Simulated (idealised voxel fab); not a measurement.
This is a process module. Its name is voxel self aligned contacts.
The cross-section shown here is cut; it is 140 nm wide and divided into square cells measuring 5 nm on a side.
A cross-section in this document is a grid of square cells, and it is written down as bands, the top band listed before the ones below it; a band is made up of one or more rows of cells. Heights first: top, then bottom, in nm. Then materials, left to right, each with a width in nm. "edge to edge" on a single material: fills the band edge to edge. "blank": empty space. Heights from 0 (as-received wafer is one material below). Bottom band endless downward, as "0 down". A width given as "30 to 40" starts at the first number in the band's top row and ends at the second number in its bottom row, shifting by an equal amount at every step from row to row. It should be understood that the words "stayed the same", when stated for a given step, signify that the cross-section underwent no change in any of its cells during that step. Entry "closed voids". Content: empty spaces with no open connection to the top, size 8 cells or greater. Each: width x height at distance. Distance: from left edge. Unit: nm. Post-settings text on a step line: simulator's own remark regarding the step. Regarding "overlay nm": on a step with a mask, it is the distance the mask lay to the right of its planned place; a negative value places it to the left.

**Steps planned for the process**
1) RECEIVE | material Si
2) OXIDIZE | depth nm 5
3) DIRECTIONAL_DEP | material polySi | thk nm 25
4) DIRECTIONAL_DEP | material SiN | thk nm 25
5) PATTERN | tone cover | mask id GATE | material resist | width nm 35 | pitch nm 75 | thk nm 20 | overlay nm 0
6) DIRECTIONAL_ETCH | etch materials SiN | depth nm 25
7) DIRECTIONAL_ETCH | etch materials polySi | depth nm 25
8) STRIP | etch materials resist
9) CONFORMAL_DEP | material SiN | thk nm 10
10) DIRECTIONAL_ETCH | etch materials SiN | depth nm 10
11) FILL_DEP | material SiO2 | thk nm 10
12) CMP | height nm 55
13) PATTERN | tone open | mask id CONTACT | material resist | width nm 50 | thk nm 20 | overlay nm 0
14) DIRECTIONAL_ETCH | etch materials SiO2 | depth nm 60
15) STRIP | etch materials resist
16) CONFORMAL_DEP | material TiN | thk nm 5
17) FILL_DEP | material W | thk nm 10
18) CMP | height nm 55
19) CONFORMAL_DEP | material SiCN | thk nm 5

**This is the cross-section of the wafer as we received it, i.e. after step 1**
* 0 down: Si edge to edge
* closed voids: none

**Wafer at module end, in section. Began as above, planned as above, run with one mistake**
* 60 to 55: SiCN edge to edge
* 55 to 50: TiN: 45  SiO2: 50  TiN: 45
* 50 to 25: TiN: 5  SiN: 55  SiO2: 20  SiN: 55  TiN: 5
* 25 to 0: TiN: 5  SiN: 10  polySi: 35  SiN: 10  SiO2: 20  SiN: 10  polySi: 35  SiN: 10  TiN: 5
* 0 to -5: TiN: 5  SiO2: 130  TiN: 5
* -5 down: Si edge to edge
* closed voids: none
So what did we get wrong on this run? not per plan at step 13, really ran PATTERN | tone cover | mask id CONTACT | material resist | width nm 50 | thk nm 20 | overlay nm 0
